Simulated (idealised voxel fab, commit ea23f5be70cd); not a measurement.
Herein follows the process module entitled voxel ribs on slabs.
For reference, the cross-section in this document is cut, with width 285 nm and square cells of 5 nm.
How to read a cross-section here: the picture is a grid of square cells, written as bands going from the top down, and any band can span one or more rows of cells.
Basically the band line says how high the top is and how high the bottom is, in nm, and then what's in it from left to right, every material with its width in nm. Empty space shows up as "air", and if a single material carries "full width" it runs the full band edge to edge.
Measure heights from 0. That's the level where, below it, the as-received wafer is all one material. The lowest band is bottomless and extends downward; write it as in "z 0 and below".
A width given as "30->40" starts at the first number in the band's top row and ends at the second number in its bottom row, shifting by an equal amount at every step from row to row.
It should be understood that the words "nothing changed", when stated for a given step, signify that the cross-section underwent no change in any of its cells during that step.
Empty spaces without an open route to the top, at least 8 cells in extent, make up the entry "Fully sealed cavities"; each is given as width x height at distance, where the distance is measured from the left edge, and all are in nm.
Note: text after step settings on the step line = simulator remark on that step.
On any step carrying a mask, the "overlay nm" setting, if present on the step's line, tells how far right of its planned place the mask lay; negative values point to the left.

So here's the lineup of process steps we planned:
1: op RECEIVE | material Si
2: op DIRECTIONAL_DEP | material SiO2 | thk nm 30
3: op DIRECTIONAL_DEP | material SiN | thk nm 20
4: op DIRECTIONAL_DEP | material aC | thk nm 15
5: op PATTERN | tone cover | mask id RIB | material resist | width nm 30 | thk nm 30 | overlay nm 0
6: op DIRECTIONAL_ETCH | etch materials aC | depth nm 15
7: op STRIP | etch materials resist
8: op DIRECTIONAL_ETCH | etch materials SiN | depth nm 5
9: op STRIP | etch materials aC
10: op DIRECTIONAL_DEP | material aC | thk nm 15
11: op PATTERN | tone cover | mask id SLAB | material resist | width nm 60 | thk nm 35 | overlay nm 0
12: op DIRECTIONAL_ETCH | etch materials aC | depth nm 15
13: op STRIP | etch materials resist
14: op DIRECTIONAL_ETCH | etch materials SiN | depth nm 15
15: op STRIP | etch materials aC
16: op FILL_DEP | material SiO2 | thk nm 25
17: op CMP | height nm 65
18: op DIRECTIONAL_DEP | material W | thk nm 10
19: op PATTERN | tone cover | mask id HEATER | material resist | width nm 40 | thk nm 20 | overlay nm 0
20: op DIRECTIONAL_ETCH | etch materials W | depth nm 10
21: op STRIP | etch materials resist
22: op CONFORMAL_DEP | material SiN | thk nm 10

Cross-section of the wafer at receipt, which is the condition after step 1:
> z 0 and below = Si full width
> Fully sealed cavities: none

First wafer of two, sectioned at end of module; run went per plan:
> z 85 to 75 = air=110, SiN=60, air=115
> z 75 to 65 = SiN=120, W=40, SiN=125
> z 65 to 50 = SiO2 full width
> z 50 to 45 = SiO2=125, SiN=30, SiO2=130
> z 45 to 30 = SiO2=110, SiN=60, SiO2=115
> z 30 to 0 = SiO2 full width
> z 0 and below = Si full width
> Fully sealed cavities: none

Second wafer at the end: like start, like plan, one mistake:
> z 75 to 65 = air=120, W=40, air=125
> z 65 to 50 = SiO2 full width
> z 50 to 45 = SiO2=125, SiN=30, SiO2=130
> z 45 to 30 = SiO2=110, SiN=60, SiO2=115
> z 30 to 0 = SiO2 full width
> z 0 and below = Si full width
> Fully sealed cavities: none
Deviation noted in wafer processing: plan step 22 skipped
In the final state, the cell counts of the second wafer exceed or fall short of those of the first for the following materials: SiN -122
